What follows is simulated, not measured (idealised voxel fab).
process module | voxel wiring stack
We display cut, a cross-section 235 nm in width whose square cells are each 5 nm.
Heads up, the way a cross-section reads in here is a grid of square cells, handed over as bands from the top down, with every band being one or more rows of cells.
Band entry format. Leading values: height of top, height of bottom, nm. Remainder: materials in left-to-right order, each with its width in nm. Special words: "full width" on a single material, which then fills the band edge to edge; "empty", empty space.
Beneath 0, the wafer as received is one material, and that level is where height counting begins. The lowest band goes on downward without a bottom; it is written like "0 -> down".
A width such as "30->40" changes by the same amount from each row of cells to the next, from the band's top row to its bottom row.
Given "nothing altered" for a step, no cell of the cross-section differs between before and after that step.
Closed-off voids: empty space of 8 cells or more with no open way to the top, each as width x height at its distance from the left edge, in nm
after a step's settings: what the simulator itself notes on the step
A step's line can hold "overlay nm"; with a mask on that step, the setting says how far right of the planned place the mask lay, while a negative setting says it lay to the left.
Every pair from here on: before one process step, after it. The after cross-section reaches only to the lowest band that changed. Below the pair: the step in between and its settings. Pairs can belong to different runs of this module on the same starting wafer; a pair carries on from the pair above only if the entry headed "Prior to step" says so.
PRIOR TO STEP
- 90 -> 85 = TiN=50  empty=10  TiN=35  empty=5  TiN=30  empty=10  TiN=35  empty=5  TiN=55
- 85 -> 75 = lowk=45  TiN=5  empty=10  TiN=5  lowk=25  TiN=5  empty=5  TiN=5  lowk=20  TiN=5  empty=10  TiN=5  lowk=25  TiN=5  empty=5  TiN=5  lowk=50
- 75 -> 70 = lowk=45  TiN=10  empty=5  TiN=5  lowk=25  TiN=5  empty=5  TiN=5  lowk=20  TiN=10  empty=5  TiN=5  lowk=25  TiN=5  empty=5  TiN=5  lowk=50
- 70 -> 65 = lowk=50  TiN=15  lowk=25  TiN=15  lowk=25  TiN=15  lowk=25  TiN=15  lowk=50
- 65 -> 50 = lowk=50  TiN=10  lowk=70  TiN=10  lowk=95
- 50 -> 45 = SiCN=50  TiN=10  SiCN=70  TiN=10  SiCN=95
- 45 -> 40 = SiCN=40  Ru=30  SiCN=10  Ru=30  SiCN=10  Ru=30  SiCN=10  Ru=30  SiCN=45
- 40 -> 20 = SiO2=45  TiN=5  Ru=10  TiN=5  SiO2=20  TiN=5  Ru=10  TiN=5  SiO2=20  TiN=5  Ru=10  TiN=5  SiO2=20  TiN=5  Ru=10  TiN=5  SiO2=50
- 20 -> 15 = SiCN=45  TiN=20  SiCN=20  TiN=20  SiCN=20  TiN=20  SiCN=20  TiN=20  SiCN=50
- 15 -> 0 = SiO2 full width
- 0 -> down = Si full width
- Closed-off voids: none
AS PROCESSED
- 95 -> 90 = Cu full width
- 90 -> 85 = TiN=50  Cu=10  TiN=35  Cu=5  TiN=30  Cu=10  TiN=35  Cu=5  TiN=55
- 85 -> 75 = lowk=45  TiN=5  Cu=10  TiN=5  lowk=25  TiN=5  Cu=5  TiN=5  lowk=20  TiN=5  Cu=10  TiN=5  lowk=25  TiN=5  Cu=5  TiN=5  lowk=50
- 75 -> 70 = lowk=45  TiN=10  Cu=5  TiN=5  lowk=25  TiN=5  Cu=5  TiN=5  lowk=20  TiN=10  Cu=5  TiN=5  lowk=25  TiN=5  Cu=5  TiN=5  lowk=50
- Heights below 70 show no change.
- Closed-off voids: none
Step between the cross-sections above: op FILL_DEP | material Cu | thk nm 5
Prior to step: taken from the pair above, after panel.
AS PROCESSED
- 85 -> 75 = lowk=45  TiN=5  Cu=10  TiN=5  lowk=25  TiN=5  Cu=5  TiN=5  lowk=20  TiN=5  Cu=10  TiN=5  lowk=25  TiN=5  Cu=5  TiN=5  lowk=50
- Heights below 75 show no change.
- Closed-off voids: none
Step between the cross-sections above: op CMP | height nm 85
Prior to step: taken from the pair above, after panel.
AS PROCESSED
- 90 -> 85 = SiCN full width
- Heights below 85 show no change.
- Closed-off voids: none
Step between the cross-sections above: op CONFORMAL_DEP | material SiCN | thk nm 5
Prior to step: taken from the pair above, after panel.
AS PROCESSED
- 100 -> 90 = lowk full width
- Heights below 90 show no change.
- Closed-off voids: none
Step between the cross-sections above: op DIRECTIONAL_DEP | material lowk | thk nm 10
Prior to step: taken from the pair above, after panel.
AS PROCESSED
- 100 -> 90 = lowk=45  empty=15  lowk=25  empty=15  lowk=25  empty=15  lowk=25  empty=15  lowk=55
- Heights below 90 show no change.
- Closed-off voids: none
Step between the cross-sections above: op MASKED_ETCH | tone open | mask id PLUG_2 | width nm 15 | pitch nm 40 | etch materials lowk | depth nm 10 | overlay nm 0
Prior to step: taken from the pair above, after panel.
AS PROCESSED
- 100 -> 90 = lowk=45  empty=15  lowk=25  empty=15  lowk=25  empty=15  lowk=25  empty=15  lowk=55
- 90 -> 85 = SiCN=45  empty=15  SiCN=25  empty=15  SiCN=25  empty=15  SiCN=25  empty=15  SiCN=55
- Heights below 85 show no change.
- Closed-off voids: none
Step between the cross-sections above: op MASKED_ETCH | tone open | mask id PLUG_2 | width nm 15 | pitch nm 40 | etch materials SiCN | depth nm 5 | overlay nm 0
Prior to step: taken from the pair above, after panel.
AS PROCESSED
- 105 -> 100 = TiN=50  empty=5  TiN=35  empty=5  TiN=35  empty=5  TiN=35  empty=5  TiN=60
- 100 -> 90 = lowk=45  TiN=5  empty=5  TiN=5  lowk=25  TiN=5  empty=5  TiN=5  lowk=25  TiN=5  empty=5  TiN=5  lowk=25  TiN=5  empty=5  TiN=5  lowk=55
- 90 -> 85 = SiCN=45  TiN=15  SiCN=25  TiN=15  SiCN=25  TiN=15  SiCN=25  TiN=15  SiCN=55
- Heights below 85 show no change.
- Closed-off voids: none
Step between the cross-sections above: op CONFORMAL_DEP | material TiN | thk nm 5
Prior to step: taken from the pair above, after panel.
AS PROCESSED
- 115 -> 105 = Ru full width
- 105 -> 100 = TiN=50  Ru=5  TiN=35  Ru=5  TiN=35  Ru=5  TiN=35  Ru=5  TiN=60
- 100 -> 90 = lowk=45  TiN=5  Ru=5  TiN=5  lowk=25  TiN=5  Ru=5  TiN=5  lowk=25  TiN=5  Ru=5  TiN=5  lowk=25  TiN=5  Ru=5  TiN=5  lowk=55
- Heights below 90 show no change.
- Closed-off voids: none
Step between the cross-sections above: op FILL_DEP | material Ru | thk nm 10
Prior to step: taken from the pair above, after panel.
AS PROCESSED
- 100 -> 90 = lowk=45  TiN=5  Ru=5  TiN=5  lowk=25  TiN=5  Ru=5  TiN=5  lowk=25  TiN=5  Ru=5  TiN=5  lowk=25  TiN=5  Ru=5  TiN=5  lowk=55
- Heights below 90 show no change.
- Closed-off voids: none
Step between the cross-sections above: op CMP | height nm 100
Prior to step: taken from the pair above, after panel.
AS PROCESSED
- 105 -> 100 = TiN full width
- Heights below 100 show no change.
- Closed-off voids: none
Step between the cross-sections above: op DIRECTIONAL_DEP | material TiN | thk nm 5
Prior to step: taken from the pair above, after panel.
AS PROCESSED
- 120 -> 105 = Ru full width
- Heights below 105 show no change.
- Closed-off voids: none
Step between the cross-sections above: op DIRECTIONAL_DEP | material Ru | thk nm 15
Prior to step: taken from the pair above, after panel.
AS PROCESSED
- 120 -> 105 = empty=45  Ru=20  empty=20  Ru=20  empty=20  Ru=20  empty=20  Ru=20  empty=50
- Heights below 105 show no change.
- Closed-off voids: none
Step between the cross-sections above: op MASKED_ETCH | tone cover | mask id METAL_3 | width nm 20 | pitch nm 40 | etch materials Ru | depth nm 15 | overlay nm 0
Prior to step: taken from the pair above, after panel.
AS PROCESSED
- 120 -> 105 = empty=45  Ru=20  empty=20  Ru=20  empty=20  Ru=20  empty=20  Ru=20  empty=50
- 105 -> 100 = empty=45  TiN=20  empty=20  TiN=20  empty=20  TiN=20  empty=20  TiN=20  empty=50
- Heights below 100 show no change.
- Closed-off voids: none
Step between the cross-sections above: op MASKED_ETCH | tone cover | mask id METAL_3 | width nm 20 | pitch nm 40 | etch materials TiN | depth nm 5 | overlay nm 0
Prior to step: taken from the pair above, after panel.
AS PROCESSED
- 130 -> 120 = SiO2 full width
- 120 -> 105 = SiO2=45  Ru=20  SiO2=20  Ru=20  SiO2=20  Ru=20  SiO2=20  Ru=20  SiO2=50
- 105 -> 100 = SiO2=45  TiN=20  SiO2=20  TiN=20  SiO2=20  TiN=20  SiO2=20  TiN=20  SiO2=50
- Heights below 100 show no change.
- Closed-off voids: none
Step between the cross-sections above: op FILL_DEP | material SiO2 | thk nm 10
Prior to step: taken from the pair above, after panel.
AS PROCESSED
- 120 -> 105 = SiO2=45  Ru=20  SiO2=20  Ru=20  SiO2=20  Ru=20  SiO2=20  Ru=20  SiO2=50
- Heights below 105 show no change.
- Closed-off voids: none
Step between the cross-sections above: op CMP | height nm 120
Prior to step: taken from the pair above, after panel.
AS PROCESSED
- 125 -> 120 = SiCN full width
- Heights below 120 show no change.
- Closed-off voids: none
Step between the cross-sections above: op CONFORMAL_DEP | material SiCN | thk nm 5
Prior to step: taken from the pair above, after panel.
AS PROCESSED
- 135 -> 125 = lowk full width
- Heights below 125 show no change.
- Closed-off voids: none
Step between the cross-sections above: op DIRECTIONAL_DEP | material lowk | thk nm 10
Prior to step: taken from the pair above, after panel.
AS PROCESSED
- 150 -> 135 = aC full width
- Heights below 135 show no change.
- Closed-off voids: none
Step between the cross-sections above: op DIRECTIONAL_DEP | material aC | thk nm 15
Prior to step: taken from the pair above, after panel.
AS PROCESSED
- 185 -> 150 = resist=45  empty=15  resist=65  empty=15  resist=95
- Heights below 150 show no change.
- Closed-off voids: none
Step between the cross-sections above: op PATTERN | tone open | mask id PLUG_3 | material resist | width nm 15 | pitch nm 80 | thk nm 35 | overlay nm 0
Prior to step: taken from the pair above, after panel.
AS PROCESSED
- 170 -> 150 = resist=45  empty=15  resist=65  empty=15  resist=95
- 150 -> 135 = aC=45  empty=15  aC=65  empty=15  aC=95
- Heights below 135 show no change.
- Closed-off voids: none
Step between the cross-sections above: op DIRECTIONAL_ETCH | etch materials aC | depth nm 15
Prior to step: taken from the pair above, after panel.
AS PROCESSED
- 150 -> 135 = aC=45  empty=15  aC=65  empty=15  aC=95
- Heights below 135 show no change.
- Closed-off voids: none
Step between the cross-sections above: op STRIP | etch materials resist
Prior to step: taken from the pair above, after panel.
AS PROCESSED
- 150 -> 135 = aC=45  empty=15  aC=65  empty=15  aC=95
- 135 -> 125 = lowk=45  empty=15  lowk=65  empty=15  lowk=95
- Heights below 125 show no change.
- Closed-off voids: none
Step between the cross-sections above: op DIRECTIONAL_ETCH | etch materials lowk | depth nm 10
Prior to step: taken from the pair above, after panel.
AS PROCESSED
- 150 -> 135 = aC=45  empty=15  aC=65  empty=15  aC=95
- 135 -> 125 = lowk=45  empty=15  lowk=65  empty=15  lowk=95
- 125 -> 120 = SiCN=45  empty=15  SiCN=65  empty=15  SiCN=95
- Heights below 120 show no change.
- Closed-off voids: none
Step between the cross-sections above: op DIRECTIONAL_ETCH | etch materials SiCN | depth nm 5
Prior to step: taken from the pair above, after panel.
AS PROCESSED
- 135 -> 125 = lowk=45  empty=15  lowk=65  empty=15  lowk=95
- Heights below 125 show no change.
- Closed-off voids: none
Step between the cross-sections above: op STRIP | etch materials aC
Prior to step: taken from the pair above, after panel.
AS PROCESSED
- 140 -> 135 = TiN=50  empty=5  TiN=75  empty=5  TiN=100
- 135 -> 125 = lowk=45  TiN=5  empty=5  TiN=5  lowk=65  TiN=5  empty=5  TiN=5  lowk=95
- 125 -> 120 = SiCN=45  TiN=15  SiCN=65  TiN=15  SiCN=95
- Heights below 120 show no change.
- Closed-off voids: none
Step between the cross-sections above: op CONFORMAL_DEP | material TiN | thk nm 5
Prior to step: taken from the pair above, after panel.
AS PROCESSED
- 150 -> 140 = Ru full width
- 140 -> 135 = TiN=50  Ru=5  TiN=75  Ru=5  TiN=100
- 135 -> 125 = lowk=45  TiN=5  Ru=5  TiN=5  lowk=65  TiN=5  Ru=5  TiN=5  lowk=95
- Heights below 125 show no change.
- Closed-off voids: none
Step between the cross-sections above: op FILL_DEP | material Ru | thk nm 10
Prior to step: taken from the pair above, after panel.
AS PROCESSED
- 135 -> 125 = lowk=45  TiN=5  Ru=5  TiN=5  lowk=65  TiN=5  Ru=5  TiN=5  lowk=95
- Heights below 125 show no change.
- Closed-off voids: none
Step between the cross-sections above: op CMP | height nm 135
Prior to step: taken from the pair above, after panel.
AS PROCESSED
- 140 -> 135 = SiCN full width
- Heights below 135 show no change.
- Closed-off voids: none
Step between the cross-sections above: op CONFORMAL_DEP | material SiCN | thk nm 5
Prior to step: taken from the pair above, after panel.
AS PROCESSED
- 155 -> 140 = SiO2 full width
- Heights below 140 show no change.
- Closed-off voids: none
Step between the cross-sections above: op DIRECTIONAL_DEP | material SiO2 | thk nm 15
Prior to step: taken from the pair above, after panel.
AS PROCESSED
- 170 -> 155 = resist=45  empty=20  resist=20  empty=20  resist=20  empty=20  resist=20  empty=20  resist=50
- Heights below 155 show no change.
- Closed-off voids: none
Step between the cross-sections above: op PATTERN | tone open | mask id METAL_4 | material resist | width nm 20 | pitch nm 40 | thk nm 15 | overlay nm 0
Prior to step: taken from the pair above, after panel.
AS PROCESSED
- 170 -> 155 = resist=45  empty=20  resist=20  empty=20  resist=20  empty=20  resist=20  empty=20  resist=50
- 155 -> 140 = SiO2=45  empty=20  SiO2=20  empty=20  SiO2=20  empty=20  SiO2=20  empty=20  SiO2=50
- Heights below 140 show no change.
- Closed-off voids: none
Step between the cross-sections above: op DIRECTIONAL_ETCH | etch materials SiO2 | depth nm 15
Prior to step: taken from the pair above, after panel.
AS PROCESSED
- 170 -> 155 = resist=45  empty=20  resist=20  empty=20  resist=20  empty=20  resist=20  empty=20  resist=50
- 155 -> 140 = SiO2=45  empty=20  SiO2=20  empty=20  SiO2=20  empty=20  SiO2=20  empty=20  SiO2=50
- 140 -> 135 = SiCN=45  empty=20  SiCN=20  empty=20  SiCN=20  empty=20  SiCN=20  empty=20  SiCN=50
- Heights below 135 show no change.
- Closed-off voids: none
Step between the cross-sections above: op DIRECTIONAL_ETCH | etch materials SiCN | depth nm 5
Prior to step: taken from the pair above, after panel.
AS PROCESSED
- 155 -> 140 = SiO2=45  empty=20  SiO2=20  empty=20  SiO2=20  empty=20  SiO2=20  empty=20  SiO2=50
- Heights below 140 show no change.
- Closed-off voids: none
Step between the cross-sections above: op STRIP | etch materials resist
Prior to step: taken from the pair above, after panel.
AS PROCESSED
- 160 -> 155 = TiN=50  empty=10  TiN=30  empty=10  TiN=30  empty=10  TiN=30  empty=10  TiN=55
- 155 -> 140 = SiO2=45  TiN=5  empty=10  TiN=5  SiO2=20  TiN=5  empty=10  TiN=5  SiO2=20  TiN=5  empty=10  TiN=5  SiO2=20  TiN=5  empty=10  TiN=5  SiO2=50
- 140 -> 135 = SiCN=45  TiN=20  SiCN=20  TiN=20  SiCN=20  TiN=20  SiCN=20  TiN=20  SiCN=50
- Heights below 135 show no change.
- Closed-off voids: none
Step between the cross-sections above: op CONFORMAL_DEP | material TiN | thk nm 5
Prior to step: taken from the pair above, after panel.
AS PROCESSED
- 165 -> 160 = Cu full width
- 160 -> 155 = TiN=50  Cu=10  TiN=30  Cu=10  TiN=30  Cu=10  TiN=30  Cu=10  TiN=55
- 155 -> 140 = SiO2=45  TiN=5  Cu=10  TiN=5  SiO2=20  TiN=5  Cu=10  TiN=5  SiO2=20  TiN=5  Cu=10  TiN=5  SiO2=20  TiN=5  Cu=10  TiN=5  SiO2=50
- Heights below 140 show no change.
- Closed-off voids: none
Step between the cross-sections above: op FILL_DEP | material Cu | thk nm 5
Prior to step: taken from the pair above, after panel.
AS PROCESSED
- 155 -> 140 = SiO2=45  TiN=5  Cu=10  TiN=5  SiO2=20  TiN=5  Cu=10  TiN=5  SiO2=20  TiN=5  Cu=10  TiN=5  SiO2=20  TiN=5  Cu=10  TiN=5  SiO2=50
- Heights below 140 show no change.
- Closed-off voids: none
Step between the cross-sections above: op CMP | height nm 155
Prior to step: taken from the pair above, after panel.
AS PROCESSED
- 160 -> 155 = SiN full width
- Heights below 155 show no change.
- Closed-off voids: none
Step between the cross-sections above: op CONFORMAL_DEP | material SiN | thk nm 5
PRIOR TO STEP
- 100 -> 90 = lowk=45  empty=15  lowk=25  empty=15  lowk=25  empty=15  lowk=25  empty=15  lowk=55
- 90 -> 85 = SiCN full width
- 85 -> 70 = lowk=45  TiN=5  Cu=10  TiN=5  lowk=20  TiN=5  Cu=10  TiN=5  lowk=20  TiN=5  Cu=10  TiN=5  lowk=20  TiN=5  Cu=10  TiN=5  lowk=50
- 70 -> 65 = lowk=45  TiN=5  Cu=5  TiN=10  lowk=20  TiN=20  lowk=20  TiN=5  Cu=5  TiN=10  lowk=20  TiN=20  lowk=50
- 65 -> 50 = lowk=45  TiN=5  Cu=5  TiN=5  lowk=65  TiN=5  Cu=5  TiN=5  lowk=95
- 50 -> 45 = SiCN=45  TiN=15  SiCN=65  TiN=15  SiCN=95
- 45 -> 40 = SiCN=40  Ru=30  SiCN=10  Ru=30  SiCN=10  Ru=30  SiCN=10  Ru=30  SiCN=45
- 40 -> 20 = SiO2=45  TiN=5  Ru=10  TiN=5  SiO2=20  TiN=5  Ru=10  TiN=5  SiO2=20  TiN=5  Ru=10  TiN=5  SiO2=20  TiN=5  Ru=10  TiN=5  SiO2=50
- 20 -> 15 = SiCN=45  TiN=20  SiCN=20  TiN=20  SiCN=20  TiN=20  SiCN=20  TiN=20  SiCN=50
- 15 -> 0 = SiO2 full width
- 0 -> down = Si full width
- Closed-off voids: none
AS PROCESSED
- 100 -> 90 = lowk=45  empty=15  lowk=25  empty=15  lowk=25  empty=15  lowk=25  empty=15  lowk=55
- 90 -> 85 = SiCN=45  empty=10  SiCN=30  empty=10  SiCN=30  empty=10  SiCN=30  empty=10  SiCN=60
- Heights below 85 show no change.
- Closed-off voids: none
Step between the cross-sections above: op MASKED_ETCH | tone open | mask id PLUG_2 | width nm 15 | pitch nm 40 | etch materials SiCN | depth nm 5 | overlay nm -5
Prior to step: taken from the pair above, after panel.
AS PROCESSED
- 105 -> 100 = TiN=50  empty=5  TiN=35  empty=5  TiN=35  empty=5  TiN=35  empty=5  TiN=60
- 100 -> 95 = lowk=45  TiN=5  empty=5  TiN=5  lowk=25  TiN=5  empty=5  TiN=5  lowk=25  TiN=5  empty=5  TiN=5  lowk=25  TiN=5  empty=5  TiN=5  lowk=55
- 95 -> 90 = lowk=45  TiN=15  lowk=25  TiN=15  lowk=25  TiN=15  lowk=25  TiN=15  lowk=55
- 90 -> 85 = SiCN=45  TiN=10  SiCN=30  TiN=10  SiCN=30  TiN=10  SiCN=30  TiN=10  SiCN=60
- Heights below 85 show no change.
- Closed-off voids: none
Step between the cross-sections above: op CONFORMAL_DEP | material TiN | thk nm 5
Prior to step: taken from the pair above, after panel.
AS PROCESSED
- 115 -> 105 = Ru full width
- 105 -> 100 = TiN=50  Ru=5  TiN=35  Ru=5  TiN=35  Ru=5  TiN=35  Ru=5  TiN=60
- 100 -> 95 = lowk=45  TiN=5  Ru=5  TiN=5  lowk=25  TiN=5  Ru=5  TiN=5  lowk=25  TiN=5  Ru=5  TiN=5  lowk=25  TiN=5  Ru=5  TiN=5  lowk=55
- Heights below 95 show no change.
- Closed-off voids: none
Step between the cross-sections above: op FILL_DEP | material Ru | thk nm 10
Prior to step: taken from the pair above, after panel.
AS PROCESSED
- 100 -> 95 = lowk=45  TiN=5  Ru=5  TiN=5  lowk=25  TiN=5  Ru=5  TiN=5  lowk=25  TiN=5  Ru=5  TiN=5  lowk=25  TiN=5  Ru=5  TiN=5  lowk=55
- Heights below 95 show no change.
- Closed-off voids: none
Step between the cross-sections above: op CMP | height nm 100
Prior to step: taken from the pair above, after panel.
AS PROCESSED
- 105 -> 100 = TiN full width
- Heights below 100 show no change.
- Closed-off voids: none
Step between the cross-sections above: op DIRECTIONAL_DEP | material TiN | thk nm 5
Prior to step: taken from the pair above, after panel.
AS PROCESSED
- 120 -> 105 = Ru full width
- Heights below 105 show no change.
- Closed-off voids: none
Step between the cross-sections above: op DIRECTIONAL_DEP | material Ru | thk nm 15
Prior to step: taken from the pair above, after panel.
AS PROCESSED
- 120 -> 105 = empty=45  Ru=20  empty=20  Ru=20  empty=20  Ru=20  empty=20  Ru=20  empty=50
- Heights below 105 show no change.
- Closed-off voids: none
Step between the cross-sections above: op MASKED_ETCH | tone cover | mask id METAL_3 | width nm 20 | pitch nm 40 | etch materials Ru | depth nm 15 | overlay nm 0
Prior to step: taken from the pair above, after panel.
AS PROCESSED
- 120 -> 105 = empty=45  Ru=20  empty=20  Ru=20  empty=20  Ru=20  empty=20  Ru=20  empty=50
- 105 -> 100 = empty=45  TiN=20  empty=20  TiN=20  empty=20  TiN=20  empty=20  TiN=20  empty=50
- Heights below 100 show no change.
- Closed-off voids: none
Step between the cross-sections above: op MASKED_ETCH | tone cover | mask id METAL_3 | width nm 20 | pitch nm 40 | etch materials TiN | depth nm 5 | overlay nm 0
Prior to step: taken from the pair above, after panel.
AS PROCESSED
- 130 -> 120 = SiO2 full width
- 120 -> 105 = SiO2=45  Ru=20  SiO2=20  Ru=20  SiO2=20  Ru=20  SiO2=20  Ru=20  SiO2=50
- 105 -> 100 = SiO2=45  TiN=20  SiO2=20  TiN=20  SiO2=20  TiN=20  SiO2=20  TiN=20  SiO2=50
- Heights below 100 show no change.
- Closed-off voids: none
Step between the cross-sections above: op FILL_DEP | material SiO2 | thk nm 10
Prior to step: taken from the pair above, after panel.
AS PROCESSED
- 120 -> 105 = SiO2=45  Ru=20  SiO2=20  Ru=20  SiO2=20  Ru=20  SiO2=20  Ru=20  SiO2=50
- Heights below 105 show no change.
- Closed-off voids: none
Step between the cross-sections above: op CMP | height nm 120
Prior to step: taken from the pair above, after panel.
AS PROCESSED
- 125 -> 120 = SiCN full width
- Heights below 120 show no change.
- Closed-off voids: none
Step between the cross-sections above: op CONFORMAL_DEP | material SiCN | thk nm 5
Prior to step: taken from the pair above, after panel.
AS PROCESSED
- 135 -> 125 = lowk full width
- Heights below 125 show no change.
- Closed-off voids: none
Step between the cross-sections above: op DIRECTIONAL_DEP | material lowk | thk nm 10
Prior to step: taken from the pair above, after panel.
AS PROCESSED
- 150 -> 135 = aC full width
- Heights below 135 show no change.
- Closed-off voids: none
Step between the cross-sections above: op DIRECTIONAL_DEP | material aC | thk nm 15
Prior to step: taken from the pair above, after panel.
AS PROCESSED
- 185 -> 150 = resist=45  empty=15  resist=65  empty=15  resist=95
- Heights below 150 show no change.
- Closed-off voids: none
Step between the cross-sections above: op PATTERN | tone open | mask id PLUG_3 | material resist | width nm 15 | pitch nm 80 | thk nm 35 | overlay nm 0
Prior to step: taken from the pair above, after panel.
AS PROCESSED
- 170 -> 150 = resist=45  empty=15  resist=65  empty=15  resist=95
- 150 -> 135 = aC=45  empty=15  aC=65  empty=15  aC=95
- Heights below 135 show no change.
- Closed-off voids: none
Step between the cross-sections above: op DIRECTIONAL_ETCH | etch materials aC | depth nm 15
Prior to step: taken from the pair above, after panel.
AS PROCESSED
- 150 -> 135 = aC=45  empty=15  aC=65  empty=15  aC=95
- Heights below 135 show no change.
- Closed-off voids: none
Step between the cross-sections above: op STRIP | etch materials resist
Prior to step: taken from the pair above, after panel.
AS PROCESSED
- 150 -> 135 = aC=45  empty=15  aC=65  empty=15  aC=95
- 135 -> 125 = lowk=45  empty=15  lowk=65  empty=15  lowk=95
- Heights below 125 show no change.
- Closed-off voids: none
Step between the cross-sections above: op DIRECTIONAL_ETCH | etch materials lowk | depth nm 10
Prior to step: taken from the pair above, after panel.
AS PROCESSED
- 150 -> 135 = aC=45  empty=15  aC=65  empty=15  aC=95
- 135 -> 125 = lowk=45  empty=15  lowk=65  empty=15  lowk=95
- 125 -> 120 = SiCN=45  empty=15  SiCN=65  empty=15  SiCN=95
- Heights below 120 show no change.
- Closed-off voids: none
Step between the cross-sections above: op DIRECTIONAL_ETCH | etch materials SiCN | depth nm 5
Prior to step: taken from the pair above, after panel.
AS PROCESSED
- 135 -> 125 = lowk=45  empty=15  lowk=65  empty=15  lowk=95
- Heights below 125 show no change.
- Closed-off voids: none
Step between the cross-sections above: op STRIP | etch materials aC
Prior to step: taken from the pair above, after panel.
AS PROCESSED
- 140 -> 135 = TiN=50  empty=5  TiN=75  empty=5  TiN=100
- 135 -> 125 = lowk=45  TiN=5  empty=5  TiN=5  lowk=65  TiN=5  empty=5  TiN=5  lowk=95
- 125 -> 120 = SiCN=45  TiN=15  SiCN=65  TiN=15  SiCN=95
- Heights below 120 show no change.
- Closed-off voids: none
Step between the cross-sections above: op CONFORMAL_DEP | material TiN | thk nm 5
Prior to step: taken from the pair above, after panel.
AS PROCESSED
- 150 -> 140 = Ru full width
- 140 -> 135 = TiN=50  Ru=5  TiN=75  Ru=5  TiN=100
- 135 -> 125 = lowk=45  TiN=5  Ru=5  TiN=5  lowk=65  TiN=5  Ru=5  TiN=5  lowk=95
- Heights below 125 show no change.
- Closed-off voids: none
Step between the cross-sections above: op FILL_DEP | material Ru | thk nm 10
Prior to step: taken from the pair above, after panel.
AS PROCESSED
- 135 -> 125 = lowk=45  TiN=5  Ru=5  TiN=5  lowk=65  TiN=5  Ru=5  TiN=5  lowk=95
- Heights below 125 show no change.
- Closed-off voids: none
Step between the cross-sections above: op CMP | height nm 135
Prior to step: taken from the pair above, after panel.
AS PROCESSED
- 140 -> 135 = SiCN full width
- Heights below 135 show no change.
- Closed-off voids: none
Step between the cross-sections above: op CONFORMAL_DEP | material SiCN | thk nm 5
Prior to step: taken from the pair above, after panel.
AS PROCESSED
- 155 -> 140 = SiO2 full width
- Heights below 140 show no change.
- Closed-off voids: none
Step between the cross-sections above: op DIRECTIONAL_DEP | material SiO2 | thk nm 15
Prior to step: taken from the pair above, after panel.
AS PROCESSED
- 170 -> 155 = resist=45  empty=20  resist=20  empty=20  resist=20  empty=20  resist=20  empty=20  resist=50
- Heights below 155 show no change.
- Closed-off voids: none
Step between the cross-sections above: op PATTERN | tone open | mask id METAL_4 | material resist | width nm 20 | pitch nm 40 | thk nm 15 | overlay nm 0
Prior to step: taken from the pair above, after panel.
AS PROCESSED
- 170 -> 155 = resist=45  empty=20  resist=20  empty=20  resist=20  empty=20  resist=20  empty=20  resist=50
- 155 -> 140 = SiO2=45  empty=20  SiO2=20  empty=20  SiO2=20  empty=20  SiO2=20  empty=20  SiO2=50
- Heights below 140 show no change.
- Closed-off voids: none
Step between the cross-sections above: op DIRECTIONAL_ETCH | etch materials SiO2 | depth nm 15
Prior to step: taken from the pair above, after panel.
AS PROCESSED
- 170 -> 155 = resist=45  empty=20  resist=20  empty=20  resist=20  empty=20  resist=20  empty=20  resist=50
- 155 -> 140 = SiO2=45  empty=20  SiO2=20  empty=20  SiO2=20  empty=20  SiO2=20  empty=20  SiO2=50
- 140 -> 135 = SiCN=45  empty=20  SiCN=20  empty=20  SiCN=20  empty=20  SiCN=20  empty=20  SiCN=50
- Heights below 135 show no change.
- Closed-off voids: none
Step between the cross-sections above: op DIRECTIONAL_ETCH | etch materials SiCN | depth nm 5
Prior to step: taken from the pair above, after panel.
AS PROCESSED
- 155 -> 140 = SiO2=45  empty=20  SiO2=20  empty=20  SiO2=20  empty=20  SiO2=20  empty=20  SiO2=50
- Heights below 140 show no change.
- Closed-off voids: none
Step between the cross-sections above: op STRIP | etch materials resist
Prior to step: taken from the pair above, after panel.
AS PROCESSED
- 160 -> 155 = TiN=50  empty=10  TiN=30  empty=10  TiN=30  empty=10  TiN=30  empty=10  TiN=55
- 155 -> 140 = SiO2=45  TiN=5  empty=10  TiN=5  SiO2=20  TiN=5  empty=10  TiN=5  SiO2=20  TiN=5  empty=10  TiN=5  SiO2=20  TiN=5  empty=10  TiN=5  SiO2=50
- 140 -> 135 = SiCN=45  TiN=20  SiCN=20  TiN=20  SiCN=20  TiN=20  SiCN=20  TiN=20  SiCN=50
- Heights below 135 show no change.
- Closed-off voids: none
Step between the cross-sections above: op CONFORMAL_DEP | material TiN | thk nm 5
Prior to step: taken from the pair above, after panel.
AS PROCESSED
- 165 -> 160 = Cu full width
- 160 -> 155 = TiN=50  Cu=10  TiN=30  Cu=10  TiN=30  Cu=10  TiN=30  Cu=10  TiN=55
- 155 -> 140 = SiO2=45  TiN=5  Cu=10  TiN=5  SiO2=20  TiN=5  Cu=10  TiN=5  SiO2=20  TiN=5  Cu=10  TiN=5  SiO2=20  TiN=5  Cu=10  TiN=5  SiO2=50
- Heights below 140 show no change.
- Closed-off voids: none
Step between the cross-sections above: op FILL_DEP | material Cu | thk nm 5
Prior to step: taken from the pair above, after panel.
AS PROCESSED
- 155 -> 140 = SiO2=45  TiN=5  Cu=10  TiN=5  SiO2=20  TiN=5  Cu=10  TiN=5  SiO2=20  TiN=5  Cu=10  TiN=5  SiO2=20  TiN=5  Cu=10  TiN=5  SiO2=50
- Heights below 140 show no change.
- Closed-off voids: none
Step between the cross-sections above: op CMP | height nm 155
Prior to step: taken from the pair above, after panel.
AS PROCESSED
- 160 -> 155 = SiN full width
- Heights below 155 show no change.
- Closed-off voids: none
Step between the cross-sections above: op CONFORMAL_DEP | material SiN | thk nm 5
